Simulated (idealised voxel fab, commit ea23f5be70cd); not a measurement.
Title: Process Module voxel ribs on slabs
The cross-section shown here is cut; it is 275 nm wide and divided into square cells measuring 5 nm on a side.
Heads up, the way a cross-section reads in here is a grid of square cells, handed over as bands from the top down, with every band being one or more rows of cells. Per band: top height and bottom height in nm, followed by the left-to-right materials and their widths in nm; "throughout" marks a single material spanning edge to edge, "air" marks empty space. Below 0: as-received wafer, all one material; heights counted from there. Lowest band: no bottom, goes on down, written "top 0, no bottom". With a width like "30->40", each row of cells in the band differs from the next by the same amount, the top row carrying the first number and the bottom row the second. For the purposes of this document, the phrase "stayed the same" attached to a step denotes that no cell within the cross-section was modified by that step. "Sealed cavities" contains a list of empty spaces, each no smaller than 8 cells and without an open way to the top, written in the form width x height at distance with the distance from the left edge and all three in nm. Read whatever lies past the settings on a step's line as the simulator's own remark about the step. For masked steps, "overlay nm" on the step line gives how far right of plan the mask actually lay; a minus sign means it lay to the left.

# plan
| 1 | RECEIVE [material Si] |
| 2 | DIRECTIONAL_DEP [material SiO2] [thk nm 25] |
| 3 | DIRECTIONAL_DEP [material SiN] [thk nm 15] |
| 4 | MASKED_ETCH [tone cover] [mask id RIB] [width nm 25] [etch materials SiN] [depth nm 5] [overlay nm 0] |
| 5 | DIRECTIONAL_DEP [material aC] [thk nm 15] |
| 6 | PATTERN [tone cover] [mask id SLAB] [material resist] [width nm 55] [thk nm 35] [overlay nm 0] |
| 7 | DIRECTIONAL_ETCH [etch materials aC] [depth nm 15] |
| 8 | STRIP [etch materials resist] |
| 9 | DIRECTIONAL_ETCH [etch materials SiN] [depth nm 10] |
| 10 | STRIP [etch materials aC] |
| 11 | FILL_DEP [material SiO2] [thk nm 15] |
| 12 | CMP [height nm 50] |
| 13 | DIRECTIONAL_DEP [material W] [thk nm 10] |
| 14 | PATTERN [tone cover] [mask id HEATER] [material resist] [width nm 35] [thk nm 20] [overlay nm 0] |
| 15 | DIRECTIONAL_ETCH [etch materials W] [depth nm 10] |
| 16 | STRIP [etch materials resist] |
| 17 | CONFORMAL_DEP [material SiN] [thk nm 10] |

# Cross-section of the wafer at receipt, which is the condition after step 1
- top 0, no bottom | Si throughout
- Sealed cavities: none

# Cross-sectional image of the first of two wafers at the end of the module, the run having proceeded as planned
- top 70, bottom 60 | air: 110; SiN: 55; air: 110
- top 60, bottom 50 | SiN: 120; W: 35; SiN: 120
- top 50, bottom 40 | SiO2 throughout
- top 40, bottom 35 | SiO2: 125; SiN: 25; SiO2: 125
- top 35, bottom 25 | SiO2: 110; SiN: 55; SiO2: 110
- top 25, bottom 0 | SiO2 throughout
- top 0, no bottom | Si throughout
- Sealed cavities: none

# Wafer two, sectioned after the module: the first wafer's start, the first wafer's plan, and one mistake in how it was run
- top 70, bottom 60 | air: 110; SiN: 60; air: 105
- top 60, bottom 50 | SiN: 120; W: 40; SiN: 115
- top 50, bottom 40 | SiO2 throughout
- top 40, bottom 35 | SiO2: 125; SiN: 25; SiO2: 125
- top 35, bottom 25 | SiO2: 110; SiN: 55; SiO2: 110
- top 25, bottom 0 | SiO2 throughout
- top 0, no bottom | Si throughout
- Sealed cavities: none
Nonconformance to the process plan: step 14 was run on a setting that differed from the plan, and what really ran there is PATTERN [tone cover] [mask id HEATER] [material resist] [width nm 40] [thk nm 20] [overlay nm 0]
Counted in cells at the end, the second wafer holds more or fewer of these materials than the first: W: 2 more
